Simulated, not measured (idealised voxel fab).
process module | voxel local oxidation
cross-section cut | 145 nm wide | cells 5 nm
A cross-section is a grid of square cells, given in bands from the top down. A band is one or more rows of cells.
Each band's line starts with the height of the band's top and of its bottom, in nm. Then come its materials from left to right, each with its width in nm. One material with "throughout" fills the band from edge to edge. "air" is empty space.
Height 0 is the level under which the wafer as received is all one material. The lowest band goes on downwards, as in "0 down".
A width such as "30 to 40" changes by the same amount from each row of cells to the next, from the band's top row to its bottom row.
"no change" after a step means that no cell of the cross-section changed.
closed voids: empty space of 8 cells or more with no open way to the top, each as width x height at its distance from the left edge, in nm
after a step's settings: what the simulator itself notes on the step
overlay nm, on a step with a mask: how far to the right of its planned place the mask lay; to the left if negative
plan
1 op RECEIVE | material Si
2 op CONFORMAL_DEP | material SiO2 | thk nm 5
3 op CONFORMAL_DEP | material SiN | thk nm 10
4 op PATTERN | tone cover | mask id ACTIVE | material resist | width nm 115 | thk nm 20 | overlay nm 0
5 op DIRECTIONAL_ETCH | etch materials SiN | depth nm 10
6 op STRIP | etch materials resist
7 op SELECTIVE_ETCH | etch materials SiO2 | depth nm 5
8 op OXIDIZE | depth nm 10
9 op STRIP | etch materials SiN
first wafer, as planned
as received, after step 1
  0 down: Si throughout
  closed voids: none
after step 2
  5 to 0: SiO2 throughout
  below 0: unchanged
after step 3
  15 to 5: SiN throughout
  below 5: unchanged
after step 4
  35 to 15: air 15 | resist 115 | air 15
  below 15: unchanged
after step 5
  35 to 15: air 15 | resist 115 | air 15
  15 to 5: air 15 | SiN 115 | air 15
  below 5: unchanged
after step 6
  15 to 5: air 15 | SiN 115 | air 15
  below 5: unchanged
after step 7
  15 to 5: air 15 | SiN 115 | air 15
  5 to 0: air 20 | SiO2 105 | air 20
  below 0: unchanged
after step 8
  15 to 5: air 15 | SiN 115 | air 15
  5 to 0: air 20 | SiO2 105 | air 20
  0 to -10: SiO2 30 | Si 85 | SiO2 30
  below -10: unchanged
after step 9
  5 to 0: air 20 | SiO2 105 | air 20
  below 0: unchanged
second wafer: like start, like plan, one mistake. Through step 2 it matches the first wafer
when step 3 should have ended
  15 to 0: SiO2 throughout
  below 0: unchanged
when step 4 should have ended
  35 to 15: air 15 | resist 115 | air 15
  below 15: unchanged
when step 5 should have ended: no change
when step 6 should have ended
  15 to 0: SiO2 throughout
  below 0: unchanged
when step 7 should have ended
  10 to 0: SiO2 throughout
  below 0: unchanged
when step 8 should have ended: no change
when step 9 should have ended: no change
what went wrong: step 3 ran as: op CONFORMAL_DEP | material SiO2 | thk nm 10
at the end the second wafer has, in cells: 24 more of Si | 13 more of SiO2
